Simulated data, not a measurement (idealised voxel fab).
process module | voxel capacitor over wiring
cross-section cut | 275 nm wide | cells 5 nm
A cross-section is a grid of square cells, given in bands from the top down. A band is one or more rows of cells.
Each band's line starts with the height of the band's top and of its bottom, in nm. Then come its materials from left to right, each with its width in nm. One material with "throughout" fills the band from edge to edge. "air" is empty space.
Height 0 is the level under which the wafer as received is all one material. The lowest band goes on downwards, as in "0 down".
A width such as "30 to 40" changes by the same amount from each row of cells to the next, from the band's top row to its bottom row.
"no change" after a step means that no cell of the cross-section changed.
closed voids: empty space of 8 cells or more with no open way to the top, each as width x height at its distance from the left edge, in nm
after a step's settings: what the simulator itself notes on the step
overlay nm, on a step with a mask: how far to the right of its planned place the mask lay; to the left if negative
Each pair below shows a cross-section before one step and the cross-section after it, down to the lowest band that changed. The line under each pair gives the step between them, with its settings. The pairs can come from different runs of this module on the same starting wafer, so a pair continues from the pair above only where its "before" says so.
before
  0 down: Si throughout
  closed voids: none
after
  15 to 0: SiO2 throughout
  below 0: unchanged
  closed voids: none
the step between: op CONFORMAL_DEP | material SiO2 | thk nm 15
before: the cross-section after the pair above
after
  20 to 15: TiN throughout
  below 15: unchanged
  closed voids: none
the step between: op DIRECTIONAL_DEP | material TiN | thk nm 5
before: the cross-section after the pair above
after
  40 to 20: W throughout
  below 20: unchanged
  closed voids: none
the step between: op DIRECTIONAL_DEP | material W | thk nm 20
before: the cross-section after the pair above
after
  40 to 20: air 75 | W 30 | air 65 | W 30 | air 75
  below 20: unchanged
  closed voids: none
the step between: op MASKED_ETCH | tone cover | mask id METAL_1 | width nm 30 | pitch nm 95 | etch materials W | depth nm 20 | overlay nm 0
before: the cross-section after the pair above
after
  40 to 20: air 75 | W 30 | air 65 | W 30 | air 75
  20 to 15: air 75 | TiN 30 | air 65 | TiN 30 | air 75
  below 15: unchanged
  closed voids: none
the step between: op MASKED_ETCH | tone cover | mask id METAL_1 | width nm 30 | pitch nm 95 | etch materials TiN | depth nm 5 | overlay nm 0
before: the cross-section after the pair above
after
  45 to 40: air 70 | SiCN 40 | air 55 | SiCN 40 | air 70
  40 to 20: air 70 | SiCN 5 | W 30 | SiCN 5 | air 55 | SiCN 5 | W 30 | SiCN 5 | air 70
  20 to 15: SiCN 75 | TiN 30 | SiCN 65 | TiN 30 | SiCN 75
  below 15: unchanged
  closed voids: none
the step between: op CONFORMAL_DEP | material SiCN | thk nm 5
before: the cross-section after the pair above
after
  55 to 45: lowk throughout
  45 to 40: lowk 70 | SiCN 40 | lowk 55 | SiCN 40 | lowk 70
  40 to 20: lowk 70 | SiCN 5 | W 30 | SiCN 5 | lowk 55 | SiCN 5 | W 30 | SiCN 5 | lowk 70
  below 20: unchanged
  closed voids: none
the step between: op FILL_DEP | material lowk | thk nm 10
before: the cross-section after the pair above
after
  40 to 20: lowk 70 | SiCN 5 | W 30 | SiCN 5 | lowk 55 | SiCN 5 | W 30 | SiCN 5 | lowk 70
  below 20: unchanged
  closed voids: none
the step between: op CMP | height nm 40
before: the cross-section after the pair above
after
  45 to 40: SiCN throughout
  below 40: unchanged
  closed voids: none
the step between: op CONFORMAL_DEP | material SiCN | thk nm 5
before: the cross-section after the pair above
after
  60 to 45: SiO2 throughout
  below 45: unchanged
  closed voids: none
the step between: op DIRECTIONAL_DEP | material SiO2 | thk nm 15
before: the cross-section after the pair above
after
  80 to 60: resist 90 | air 15 | resist 170
  below 60: unchanged
  closed voids: none
the step between: op PATTERN | tone open | mask id PLUG_1 | material resist | width nm 15 | thk nm 20 | overlay nm 0
before: the cross-section after the pair above
after
  80 to 60: resist 90 | air 15 | resist 170
  60 to 45: SiO2 90 | air 15 | SiO2 170
  below 45: unchanged
  closed voids: none
the step between: op DIRECTIONAL_ETCH | etch materials SiO2 | depth nm 15
before: the cross-section after the pair above
after
  80 to 60: resist 90 | air 15 | resist 170
  60 to 45: SiO2 90 | air 15 | SiO2 170
  45 to 40: SiCN 90 | air 15 | SiCN 170
  below 40: unchanged
  closed voids: none
the step between: op DIRECTIONAL_ETCH | etch materials SiCN | depth nm 5
before: the cross-section after the pair above
after
  60 to 45: SiO2 90 | air 15 | SiO2 170
  below 45: unchanged
  closed voids: none
the step between: op STRIP | etch materials resist
before: the cross-section after the pair above
after
  65 to 60: TiN 95 | air 5 | TiN 175
  60 to 45: SiO2 90 | TiN 5 | air 5 | TiN 5 | SiO2 170
  45 to 40: SiCN 90 | TiN 15 | SiCN 170
  below 40: unchanged
  closed voids: none
the step between: op CONFORMAL_DEP | material TiN | thk nm 5
before: the cross-section after the pair above
after
  70 to 65: Cu throughout
  65 to 60: TiN 95 | Cu 5 | TiN 175
  60 to 45: SiO2 90 | TiN 5 | Cu 5 | TiN 5 | SiO2 170
  below 45: unchanged
  closed voids: none
the step between: op FILL_DEP | material Cu | thk nm 5
before: the cross-section after the pair above
after
  60 to 45: SiO2 90 | TiN 5 | Cu 5 | TiN 5 | SiO2 170
  below 45: unchanged
  closed voids: none
the step between: op CMP | height nm 60
before: the cross-section after the pair above
after
  65 to 60: TiN throughout
  below 60: unchanged
  closed voids: none
the step between: op DIRECTIONAL_DEP | material TiN | thk nm 5
before: the cross-section after the pair above
after
  70 to 65: Al2O3 throughout
  below 65: unchanged
  closed voids: none
the step between: op DIRECTIONAL_DEP | material Al2O3 | thk nm 5
before: the cross-section after the pair above
after
  80 to 70: TiN throughout
  below 70: unchanged
  closed voids: none
the step between: op DIRECTIONAL_DEP | material TiN | thk nm 10
before: the cross-section after the pair above
after
  90 to 80: aC throughout
  below 80: unchanged
  closed voids: none
the step between: op DIRECTIONAL_DEP | material aC | thk nm 10
before: the cross-section after the pair above
after
  120 to 90: air 90 | resist 70 | air 115
  below 90: unchanged
  closed voids: none
the step between: op PATTERN | tone cover | mask id UPPER_PLATE | material resist | width nm 70 | thk nm 30 | overlay nm 0
before: the cross-section after the pair above
after
  110 to 90: air 90 | resist 70 | air 115
  90 to 80: air 90 | aC 70 | air 115
  below 80: unchanged
  closed voids: none
the step between: op DIRECTIONAL_ETCH | etch materials aC | depth nm 10
before: the cross-section after the pair above
after
  90 to 80: air 90 | aC 70 | air 115
  below 80: unchanged
  closed voids: none
the step between: op STRIP | etch materials resist
before: the cross-section after the pair above
after
  90 to 80: air 90 | aC 70 | air 115
  80 to 70: air 90 | TiN 70 | air 115
  below 70: unchanged
  closed voids: none
the step between: op DIRECTIONAL_ETCH | etch materials TiN | depth nm 10
before: the cross-section after the pair above
after
  90 to 80: air 90 | aC 70 | air 115
  80 to 70: air 90 | TiN 70 | air 115
  70 to 65: air 90 | Al2O3 70 | air 115
  below 65: unchanged
  closed voids: none
the step between: op DIRECTIONAL_ETCH | etch materials Al2O3 | depth nm 5
before: the cross-section after the pair above
after
  80 to 70: air 90 | TiN 70 | air 115
  below 70: unchanged
  closed voids: none
the step between: op STRIP | etch materials aC
before: the cross-section after the pair above
after
  80 to 70: air 90 | TiN 70 | air 115
  70 to 65: air 90 | Al2O3 70 | air 115
  65 to 60: air 85 | TiN 80 | air 110
  below 60: unchanged
  closed voids: none
the step between: op MASKED_ETCH | tone cover | mask id LOWER_PLATE | width nm 80 | etch materials TiN | depth nm 5 | overlay nm 0
before: the cross-section after the pair above
after
  100 to 80: SiO2 throughout
  80 to 70: SiO2 90 | TiN 70 | SiO2 115
  70 to 65: SiO2 90 | Al2O3 70 | SiO2 115
  65 to 60: SiO2 85 | TiN 80 | SiO2 110
  below 60: unchanged
  closed voids: none
the step between: op FILL_DEP | material SiO2 | thk nm 20
before: the cross-section after the pair above
after
  95 to 80: SiO2 throughout
  below 80: unchanged
  closed voids: none
the step between: op CMP | height nm 95
before: the cross-section after the pair above
after
  105 to 95: aC throughout
  below 95: unchanged
  closed voids: none
the step between: op DIRECTIONAL_DEP | material aC | thk nm 10
before: the cross-section after the pair above
after
  135 to 105: resist 100 | air 15 | resist 160
  below 105: unchanged
  closed voids: none
the step between: op PATTERN | tone open | mask id PLUG_2 | material resist | width nm 15 | thk nm 30 | overlay nm 0
before: the cross-section after the pair above
after
  125 to 105: resist 100 | air 15 | resist 160
  105 to 95: aC 100 | air 15 | aC 160
  below 95: unchanged
  closed voids: none
the step between: op DIRECTIONAL_ETCH | etch materials aC | depth nm 10
before: the cross-section after the pair above
after
  105 to 95: aC 100 | air 15 | aC 160
  below 95: unchanged
  closed voids: none
the step between: op STRIP | etch materials resist
before: the cross-section after the pair above
after
  105 to 95: aC 100 | air 15 | aC 160
  95 to 80: SiO2 100 | air 15 | SiO2 160
  below 80: unchanged
  closed voids: none
the step between: op DIRECTIONAL_ETCH | etch materials SiO2 | depth nm 15
before: the cross-section after the pair above
after
  95 to 80: SiO2 100 | air 15 | SiO2 160
  below 80: unchanged
  closed voids: none
the step between: op STRIP | etch materials aC
before: the cross-section after the pair above
after
  100 to 95: TiN 105 | air 5 | TiN 165
  95 to 85: SiO2 100 | TiN 5 | air 5 | TiN 5 | SiO2 160
  85 to 80: SiO2 100 | TiN 15 | SiO2 160
  below 80: unchanged
  closed voids: none
the step between: op CONFORMAL_DEP | material TiN | thk nm 5
before: the cross-section after the pair above
after
  105 to 100: Ru throughout
  100 to 95: TiN 105 | Ru 5 | TiN 165
  95 to 85: SiO2 100 | TiN 5 | Ru 5 | TiN 5 | SiO2 160
  below 85: unchanged
  closed voids: none
the step between: op FILL_DEP | material Ru | thk nm 5
before: the cross-section after the pair above
after
  95 to 85: SiO2 100 | TiN 5 | Ru 5 | TiN 5 | SiO2 160
  below 85: unchanged
  closed voids: none
the step between: op CMP | height nm 95
before: the cross-section after the pair above
after
  100 to 95: SiCN throughout
  below 95: unchanged
  closed voids: none
the step between: op CONFORMAL_DEP | material SiCN | thk nm 5
before
  55 to 45: lowk throughout
  45 to 40: lowk 70 | SiCN 40 | lowk 55 | SiCN 40 | lowk 70
  40 to 20: lowk 70 | SiCN 5 | W 30 | SiCN 5 | lowk 55 | SiCN 5 | W 30 | SiCN 5 | lowk 70
  20 to 15: SiCN 75 | TiN 30 | SiCN 65 | TiN 30 | SiCN 75
  15 to 0: SiO2 throughout
  0 down: Si throughout
  closed voids: none
after
  60 to 55: SiCN throughout
  below 55: unchanged
  closed voids: none
the step between: op CONFORMAL_DEP | material SiCN | thk nm 5
before: the cross-section after the pair above
after
  75 to 60: SiO2 throughout
  below 60: unchanged
  closed voids: none
the step between: op DIRECTIONAL_DEP | material SiO2 | thk nm 15
before: the cross-section after the pair above
after
  95 to 75: resist 90 | air 15 | resist 170
  below 75: unchanged
  closed voids: none
the step between: op PATTERN | tone open | mask id PLUG_1 | material resist | width nm 15 | thk nm 20 | overlay nm 0
before: the cross-section after the pair above
after
  95 to 75: resist 90 | air 15 | resist 170
  75 to 60: SiO2 90 | air 15 | SiO2 170
  below 60: unchanged
  closed voids: none
the step between: op DIRECTIONAL_ETCH | etch materials SiO2 | depth nm 15
before: the cross-section after the pair above
after
  95 to 75: resist 90 | air 15 | resist 170
  75 to 60: SiO2 90 | air 15 | SiO2 170
  60 to 55: SiCN 90 | air 15 | SiCN 170
  below 55: unchanged
  closed voids: none
the step between: op DIRECTIONAL_ETCH | etch materials SiCN | depth nm 5
before: the cross-section after the pair above
after
  75 to 60: SiO2 90 | air 15 | SiO2 170
  below 60: unchanged
  closed voids: none
the step between: op STRIP | etch materials resist
before: the cross-section after the pair above
after
  80 to 75: TiN 95 | air 5 | TiN 175
  75 to 60: SiO2 90 | TiN 5 | air 5 | TiN 5 | SiO2 170
  60 to 55: SiCN 90 | TiN 15 | SiCN 170
  below 55: unchanged
  closed voids: none
the step between: op CONFORMAL_DEP | material TiN | thk nm 5
before: the cross-section after the pair above
after
  85 to 80: Cu throughout
  80 to 75: TiN 95 | Cu 5 | TiN 175
  75 to 60: SiO2 90 | TiN 5 | Cu 5 | TiN 5 | SiO2 170
  below 60: unchanged
  closed voids: none
the step between: op FILL_DEP | material Cu | thk nm 5
before: the cross-section after the pair above
after
  60 to 55: SiCN 90 | TiN 15 | SiCN 170
  below 55: unchanged
  closed voids: none
the step between: op CMP | height nm 60
before: the cross-section after the pair above
after
  65 to 60: TiN throughout
  below 60: unchanged
  closed voids: none
the step between: op DIRECTIONAL_DEP | material TiN | thk nm 5
before: the cross-section after the pair above
after
  70 to 65: Al2O3 throughout
  below 65: unchanged
  closed voids: none
the step between: op DIRECTIONAL_DEP | material Al2O3 | thk nm 5
before: the cross-section after the pair above
after
  80 to 70: TiN throughout
  below 70: unchanged
  closed voids: none
the step between: op DIRECTIONAL_DEP | material TiN | thk nm 10
before: the cross-section after the pair above
after
  90 to 80: aC throughout
  below 80: unchanged
  closed voids: none
the step between: op DIRECTIONAL_DEP | material aC | thk nm 10
before: the cross-section after the pair above
after
  120 to 90: air 90 | resist 70 | air 115
  below 90: unchanged
  closed voids: none
the step between: op PATTERN | tone cover | mask id UPPER_PLATE | material resist | width nm 70 | thk nm 30 | overlay nm 0
before: the cross-section after the pair above
after
  110 to 90: air 90 | resist 70 | air 115
  90 to 80: air 90 | aC 70 | air 115
  below 80: unchanged
  closed voids: none
the step between: op DIRECTIONAL_ETCH | etch materials aC | depth nm 10
before: the cross-section after the pair above
after
  90 to 80: air 90 | aC 70 | air 115
  below 80: unchanged
  closed voids: none
the step between: op STRIP | etch materials resist
before: the cross-section after the pair above
after
  90 to 80: air 90 | aC 70 | air 115
  80 to 70: air 90 | TiN 70 | air 115
  below 70: unchanged
  closed voids: none
the step between: op DIRECTIONAL_ETCH | etch materials TiN | depth nm 10
before: the cross-section after the pair above
after
  90 to 80: air 90 | aC 70 | air 115
  80 to 70: air 90 | TiN 70 | air 115
  70 to 65: air 90 | Al2O3 70 | air 115
  below 65: unchanged
  closed voids: none
the step between: op DIRECTIONAL_ETCH | etch materials Al2O3 | depth nm 5
before: the cross-section after the pair above
after
  80 to 70: air 90 | TiN 70 | air 115
  below 70: unchanged
  closed voids: none
the step between: op STRIP | etch materials aC
before: the cross-section after the pair above
after
  80 to 70: air 90 | TiN 70 | air 115
  70 to 65: air 90 | Al2O3 70 | air 115
  65 to 60: air 85 | TiN 80 | air 110
  below 60: unchanged
  closed voids: none
the step between: op MASKED_ETCH | tone cover | mask id LOWER_PLATE | width nm 80 | etch materials TiN | depth nm 5 | overlay nm 0
before: the cross-section after the pair above
after
  100 to 80: SiO2 throughout
  80 to 70: SiO2 90 | TiN 70 | SiO2 115
  70 to 65: SiO2 90 | Al2O3 70 | SiO2 115
  65 to 60: SiO2 85 | TiN 80 | SiO2 110
  below 60: unchanged
  closed voids: none
the step between: op FILL_DEP | material SiO2 | thk nm 20
before: the cross-section after the pair above
after
  95 to 80: SiO2 throughout
  below 80: unchanged
  closed voids: none
the step between: op CMP | height nm 95
before: the cross-section after the pair above
after
  105 to 95: aC throughout
  below 95: unchanged
  closed voids: none
the step between: op DIRECTIONAL_DEP | material aC | thk nm 10
before: the cross-section after the pair above
after
  135 to 105: resist 100 | air 15 | resist 160
  below 105: unchanged
  closed voids: none
the step between: op PATTERN | tone open | mask id PLUG_2 | material resist | width nm 15 | thk nm 30 | overlay nm 0
before: the cross-section after the pair above
after
  125 to 105: resist 100 | air 15 | resist 160
  105 to 95: aC 100 | air 15 | aC 160
  below 95: unchanged
  closed voids: none
the step between: op DIRECTIONAL_ETCH | etch materials aC | depth nm 10
before: the cross-section after the pair above
after
  105 to 95: aC 100 | air 15 | aC 160
  below 95: unchanged
  closed voids: none
the step between: op STRIP | etch materials resist
before: the cross-section after the pair above
after
  105 to 95: aC 100 | air 15 | aC 160
  95 to 80: SiO2 100 | air 15 | SiO2 160
  below 80: unchanged
  closed voids: none
the step between: op DIRECTIONAL_ETCH | etch materials SiO2 | depth nm 15
before: the cross-section after the pair above
after
  95 to 80: SiO2 100 | air 15 | SiO2 160
  below 80: unchanged
  closed voids: none
the step between: op STRIP | etch materials aC
before: the cross-section after the pair above
after
  100 to 95: TiN 105 | air 5 | TiN 165
  95 to 85: SiO2 100 | TiN 5 | air 5 | TiN 5 | SiO2 160
  85 to 80: SiO2 100 | TiN 15 | SiO2 160
  below 80: unchanged
  closed voids: none
the step between: op CONFORMAL_DEP | material TiN | thk nm 5
before: the cross-section after the pair above
after
  105 to 100: Ru throughout
  100 to 95: TiN 105 | Ru 5 | TiN 165
  95 to 85: SiO2 100 | TiN 5 | Ru 5 | TiN 5 | SiO2 160
  below 85: unchanged
  closed voids: none
the step between: op FILL_DEP | material Ru | thk nm 5
before: the cross-section after the pair above
after
  95 to 85: SiO2 100 | TiN 5 | Ru 5 | TiN 5 | SiO2 160
  below 85: unchanged
  closed voids: none
the step between: op CMP | height nm 95
before: the cross-section after the pair above
after
  100 to 95: SiCN throughout
  below 95: unchanged
  closed voids: none
the step between: op CONFORMAL_DEP | material SiCN | thk nm 5
before
  15 to 0: SiO2 throughout
  0 down: Si throughout
  closed voids: none
after
  30 to 0: SiO2 throughout
  below 0: unchanged
  closed voids: none
the step between: op CONFORMAL_DEP | material SiO2 | thk nm 15
before: the cross-section after the pair above
after
  35 to 30: TiN throughout
  below 30: unchanged
  closed voids: none
the step between: op DIRECTIONAL_DEP | material TiN | thk nm 5
before: the cross-section after the pair above
after
  55 to 35: W throughout
  below 35: unchanged
  closed voids: none
the step between: op DIRECTIONAL_DEP | material W | thk nm 20
before: the cross-section after the pair above
after
  55 to 35: air 75 | W 30 | air 65 | W 30 | air 75
  below 35: unchanged
  closed voids: none
the step between: op MASKED_ETCH | tone cover | mask id METAL_1 | width nm 30 | pitch nm 95 | etch materials W | depth nm 20 | overlay nm 0
before: the cross-section after the pair above
after
  55 to 35: air 75 | W 30 | air 65 | W 30 | air 75
  35 to 30: air 75 | TiN 30 | air 65 | TiN 30 | air 75
  below 30: unchanged
  closed voids: none
the step between: op MASKED_ETCH | tone cover | mask id METAL_1 | width nm 30 | pitch nm 95 | etch materials TiN | depth nm 5 | overlay nm 0
before: the cross-section after the pair above
after
  60 to 55: air 70 | SiCN 40 | air 55 | SiCN 40 | air 70
  55 to 35: air 70 | SiCN 5 | W 30 | SiCN 5 | air 55 | SiCN 5 | W 30 | SiCN 5 | air 70
  35 to 30: SiCN 75 | TiN 30 | SiCN 65 | TiN 30 | SiCN 75
  below 30: unchanged
  closed voids: none
the step between: op CONFORMAL_DEP | material SiCN | thk nm 5
before: the cross-section after the pair above
after
  70 to 60: lowk throughout
  60 to 55: lowk 70 | SiCN 40 | lowk 55 | SiCN 40 | lowk 70
  55 to 35: lowk 70 | SiCN 5 | W 30 | SiCN 5 | lowk 55 | SiCN 5 | W 30 | SiCN 5 | lowk 70
  below 35: unchanged
  closed voids: none
the step between: op FILL_DEP | material lowk | thk nm 10
before: the cross-section after the pair above
after
  40 to 35: lowk 70 | SiCN 5 | W 30 | SiCN 5 | lowk 55 | SiCN 5 | W 30 | SiCN 5 | lowk 70
  below 35: unchanged
  closed voids: none
the step between: op CMP | height nm 40
before: the cross-section after the pair above
after
  45 to 40: SiCN throughout
  below 40: unchanged
  closed voids: none
the step between: op CONFORMAL_DEP | material SiCN | thk nm 5
before: the cross-section after the pair above
after
  60 to 45: SiO2 throughout
  below 45: unchanged
  closed voids: none
the step between: op DIRECTIONAL_DEP | material SiO2 | thk nm 15
before: the cross-section after the pair above
after
  80 to 60: resist 90 | air 15 | resist 170
  below 60: unchanged
  closed voids: none
the step between: op PATTERN | tone open | mask id PLUG_1 | material resist | width nm 15 | thk nm 20 | overlay nm 0
before: the cross-section after the pair above
after
  80 to 60: resist 90 | air 15 | resist 170
  60 to 45: SiO2 90 | air 15 | SiO2 170
  below 45: unchanged
  closed voids: none
the step between: op DIRECTIONAL_ETCH | etch materials SiO2 | depth nm 15
before: the cross-section after the pair above
after
  80 to 60: resist 90 | air 15 | resist 170
  60 to 45: SiO2 90 | air 15 | SiO2 170
  45 to 40: SiCN 90 | air 15 | SiCN 170
  below 40: unchanged
  closed voids: none
the step between: op DIRECTIONAL_ETCH | etch materials SiCN | depth nm 5
before: the cross-section after the pair above
after
  60 to 45: SiO2 90 | air 15 | SiO2 170
  below 45: unchanged
  closed voids: none
the step between: op STRIP | etch materials resist
before: the cross-section after the pair above
after
  65 to 60: TiN 95 | air 5 | TiN 175
  60 to 45: SiO2 90 | TiN 5 | air 5 | TiN 5 | SiO2 170
  45 to 40: SiCN 90 | TiN 15 | SiCN 170
  below 40: unchanged
  closed voids: none
the step between: op CONFORMAL_DEP | material TiN | thk nm 5
before: the cross-section after the pair above
after
  70 to 65: Cu throughout
  65 to 60: TiN 95 | Cu 5 | TiN 175
  60 to 45: SiO2 90 | TiN 5 | Cu 5 | TiN 5 | SiO2 170
  below 45: unchanged
  closed voids: none
the step between: op FILL_DEP | material Cu | thk nm 5
before: the cross-section after the pair above
after
  60 to 45: SiO2 90 | TiN 5 | Cu 5 | TiN 5 | SiO2 170
  below 45: unchanged
  closed voids: none
the step between: op CMP | height nm 60
before: the cross-section after the pair above
after
  65 to 60: TiN throughout
  below 60: unchanged
  closed voids: none
the step between: op DIRECTIONAL_DEP | material TiN | thk nm 5
before: the cross-section after the pair above
after
  70 to 65: Al2O3 throughout
  below 65: unchanged
  closed voids: none
the step between: op DIRECTIONAL_DEP | material Al2O3 | thk nm 5
before: the cross-section after the pair above
after
  80 to 70: TiN throughout
  below 70: unchanged
  closed voids: none
the step between: op DIRECTIONAL_DEP | material TiN | thk nm 10
before: the cross-section after the pair above
after
  90 to 80: aC throughout
  below 80: unchanged
  closed voids: none
the step between: op DIRECTIONAL_DEP | material aC | thk nm 10
before: the cross-section after the pair above
after
  120 to 90: air 90 | resist 70 | air 115
  below 90: unchanged
  closed voids: none
the step between: op PATTERN | tone cover | mask id UPPER_PLATE | material resist | width nm 70 | thk nm 30 | overlay nm 0
before: the cross-section after the pair above
after
  110 to 90: air 90 | resist 70 | air 115
  90 to 80: air 90 | aC 70 | air 115
  below 80: unchanged
  closed voids: none
the step between: op DIRECTIONAL_ETCH | etch materials aC | depth nm 10
before: the cross-section after the pair above
after
  90 to 80: air 90 | aC 70 | air 115
  below 80: unchanged
  closed voids: none
the step between: op STRIP | etch materials resist
before: the cross-section after the pair above
after
  90 to 80: air 90 | aC 70 | air 115
  80 to 70: air 90 | TiN 70 | air 115
  below 70: unchanged
  closed voids: none
the step between: op DIRECTIONAL_ETCH | etch materials TiN | depth nm 10
before: the cross-section after the pair above
after
  90 to 80: air 90 | aC 70 | air 115
  80 to 70: air 90 | TiN 70 | air 115
  70 to 65: air 90 | Al2O3 70 | air 115
  below 65: unchanged
  closed voids: none
the step between: op DIRECTIONAL_ETCH | etch materials Al2O3 | depth nm 5
before: the cross-section after the pair above
after
  80 to 70: air 90 | TiN 70 | air 115
  below 70: unchanged
  closed voids: none
the step between: op STRIP | etch materials aC
before: the cross-section after the pair above
after
  80 to 70: air 90 | TiN 70 | air 115
  70 to 65: air 90 | Al2O3 70 | air 115
  65 to 60: air 85 | TiN 80 | air 110
  below 60: unchanged
  closed voids: none
the step between: op MASKED_ETCH | tone cover | mask id LOWER_PLATE | width nm 80 | etch materials TiN | depth nm 5 | overlay nm 0
before: the cross-section after the pair above
after
  100 to 80: SiO2 throughout
  80 to 70: SiO2 90 | TiN 70 | SiO2 115
  70 to 65: SiO2 90 | Al2O3 70 | SiO2 115
  65 to 60: SiO2 85 | TiN 80 | SiO2 110
  below 60: unchanged
  closed voids: none
the step between: op FILL_DEP | material SiO2 | thk nm 20
before: the cross-section after the pair above
after
  95 to 80: SiO2 throughout
  below 80: unchanged
  closed voids: none
the step between: op CMP | height nm 95
before: the cross-section after the pair above
after
  105 to 95: aC throughout
  below 95: unchanged
  closed voids: none
the step between: op DIRECTIONAL_DEP | material aC | thk nm 10
before: the cross-section after the pair above
after
  135 to 105: resist 100 | air 15 | resist 160
  below 105: unchanged
  closed voids: none
the step between: op PATTERN | tone open | mask id PLUG_2 | material resist | width nm 15 | thk nm 30 | overlay nm 0
before: the cross-section after the pair above
after
  125 to 105: resist 100 | air 15 | resist 160
  105 to 95: aC 100 | air 15 | aC 160
  below 95: unchanged
  closed voids: none
the step between: op DIRECTIONAL_ETCH | etch materials aC | depth nm 10
before: the cross-section after the pair above
after
  105 to 95: aC 100 | air 15 | aC 160
  below 95: unchanged
  closed voids: none
the step between: op STRIP | etch materials resist
before: the cross-section after the pair above
after
  105 to 95: aC 100 | air 15 | aC 160
  95 to 80: SiO2 100 | air 15 | SiO2 160
  below 80: unchanged
  closed voids: none
the step between: op DIRECTIONAL_ETCH | etch materials SiO2 | depth nm 15
before: the cross-section after the pair above
after
  95 to 80: SiO2 100 | air 15 | SiO2 160
  below 80: unchanged
  closed voids: none
the step between: op STRIP | etch materials aC
before: the cross-section after the pair above
after
  100 to 95: TiN 105 | air 5 | TiN 165
  95 to 85: SiO2 100 | TiN 5 | air 5 | TiN 5 | SiO2 160
  85 to 80: SiO2 100 | TiN 15 | SiO2 160
  below 80: unchanged
  closed voids: none
the step between: op CONFORMAL_DEP | material TiN | thk nm 5
before: the cross-section after the pair above
after
  105 to 100: Ru throughout
  100 to 95: TiN 105 | Ru 5 | TiN 165
  95 to 85: SiO2 100 | TiN 5 | Ru 5 | TiN 5 | SiO2 160
  below 85: unchanged
  closed voids: none
the step between: op FILL_DEP | material Ru | thk nm 5
before: the cross-section after the pair above
after
  95 to 85: SiO2 100 | TiN 5 | Ru 5 | TiN 5 | SiO2 160
  below 85: unchanged
  closed voids: none
the step between: op CMP | height nm 95
before: the cross-section after the pair above
after
  100 to 95: SiCN throughout
  below 95: unchanged
  closed voids: none
the step between: op CONFORMAL_DEP | material SiCN | thk nm 5
before
  40 to 20: lowk 70 | SiCN 5 | W 30 | SiCN 5 | lowk 55 | SiCN 5 | W 30 | SiCN 5 | lowk 70
  20 to 15: SiCN 75 | TiN 30 | SiCN 65 | TiN 30 | SiCN 75
  15 to 0: SiO2 throughout
  0 down: Si throughout
  closed voids: none
after
  55 to 40: SiO2 throughout
  below 40: unchanged
  closed voids: none
the step between: op DIRECTIONAL_DEP | material SiO2 | thk nm 15
before: the cross-section after the pair above
after
  60 to 55: SiCN throughout
  below 55: unchanged
  closed voids: none
the step between: op CONFORMAL_DEP | material SiCN | thk nm 5
before: the cross-section after the pair above
after
  80 to 60: resist 90 | air 15 | resist 170
  below 60: unchanged
  closed voids: none
the step between: op PATTERN | tone open | mask id PLUG_1 | material resist | width nm 15 | thk nm 20 | overlay nm 0
before: the cross-section after the pair above
after
  80 to 60: resist 90 | air 15 | resist 170
  60 to 55: SiCN 90 | air 15 | SiCN 170
  below 55: unchanged
  closed voids: none
the step between: op DIRECTIONAL_ETCH | etch materials SiCN | depth nm 5
before: the cross-section after the pair above
after
  60 to 55: SiCN 90 | air 15 | SiCN 170
  below 55: unchanged
  closed voids: none
the step between: op STRIP | etch materials resist
before: the cross-section after the pair above
after
  65 to 60: TiN 95 | air 5 | TiN 175
  60 to 55: SiCN 90 | TiN 15 | SiCN 170
  below 55: unchanged
  closed voids: none
the step between: op CONFORMAL_DEP | material TiN | thk nm 5
before: the cross-section after the pair above
after
  70 to 65: Cu throughout
  65 to 60: TiN 95 | Cu 5 | TiN 175
  below 60: unchanged
  closed voids: none
the step between: op FILL_DEP | material Cu | thk nm 5
before: the cross-section after the pair above
after
  60 to 55: SiCN 90 | TiN 15 | SiCN 170
  below 55: unchanged
  closed voids: none
the step between: op CMP | height nm 60
before: the cross-section after the pair above
after
  65 to 60: TiN throughout
  below 60: unchanged
  closed voids: none
the step between: op DIRECTIONAL_DEP | material TiN | thk nm 5
before: the cross-section after the pair above
after
  70 to 65: Al2O3 throughout
  below 65: unchanged
  closed voids: none
the step between: op DIRECTIONAL_DEP | material Al2O3 | thk nm 5
before: the cross-section after the pair above
after
  80 to 70: TiN throughout
  below 70: unchanged
  closed voids: none
the step between: op DIRECTIONAL_DEP | material TiN | thk nm 10
before: the cross-section after the pair above
after
  90 to 80: aC throughout
  below 80: unchanged
  closed voids: none
the step between: op DIRECTIONAL_DEP | material aC | thk nm 10
before: the cross-section after the pair above
after
  120 to 90: air 90 | resist 70 | air 115
  below 90: unchanged
  closed voids: none
the step between: op PATTERN | tone cover | mask id UPPER_PLATE | material resist | width nm 70 | thk nm 30 | overlay nm 0
before: the cross-section after the pair above
after
  110 to 90: air 90 | resist 70 | air 115
  90 to 80: air 90 | aC 70 | air 115
  below 80: unchanged
  closed voids: none
the step between: op DIRECTIONAL_ETCH | etch materials aC | depth nm 10
before: the cross-section after the pair above
after
  90 to 80: air 90 | aC 70 | air 115
  below 80: unchanged
  closed voids: none
the step between: op STRIP | etch materials resist
before: the cross-section after the pair above
after
  90 to 80: air 90 | aC 70 | air 115
  80 to 70: air 90 | TiN 70 | air 115
  below 70: unchanged
  closed voids: none
the step between: op DIRECTIONAL_ETCH | etch materials TiN | depth nm 10
before: the cross-section after the pair above
after
  90 to 80: air 90 | aC 70 | air 115
  80 to 70: air 90 | TiN 70 | air 115
  70 to 65: air 90 | Al2O3 70 | air 115
  below 65: unchanged
  closed voids: none
the step between: op DIRECTIONAL_ETCH | etch materials Al2O3 | depth nm 5
before: the cross-section after the pair above
after
  80 to 70: air 90 | TiN 70 | air 115
  below 70: unchanged
  closed voids: none
the step between: op STRIP | etch materials aC
before: the cross-section after the pair above
after
  80 to 70: air 90 | TiN 70 | air 115
  70 to 65: air 90 | Al2O3 70 | air 115
  65 to 60: air 85 | TiN 80 | air 110
  below 60: unchanged
  closed voids: none
the step between: op MASKED_ETCH | tone cover | mask id LOWER_PLATE | width nm 80 | etch materials TiN | depth nm 5 | overlay nm 0
before: the cross-section after the pair above
after
  100 to 80: SiO2 throughout
  80 to 70: SiO2 90 | TiN 70 | SiO2 115
  70 to 65: SiO2 90 | Al2O3 70 | SiO2 115
  65 to 60: SiO2 85 | TiN 80 | SiO2 110
  below 60: unchanged
  closed voids: none
the step between: op FILL_DEP | material SiO2 | thk nm 20
before: the cross-section after the pair above
after
  95 to 80: SiO2 throughout
  below 80: unchanged
  closed voids: none
the step between: op CMP | height nm 95
before: the cross-section after the pair above
after
  105 to 95: aC throughout
  below 95: unchanged
  closed voids: none
the step between: op DIRECTIONAL_DEP | material aC | thk nm 10
before: the cross-section after the pair above
after
  135 to 105: resist 100 | air 15 | resist 160
  below 105: unchanged
  closed voids: none
the step between: op PATTERN | tone open | mask id PLUG_2 | material resist | width nm 15 | thk nm 30 | overlay nm 0
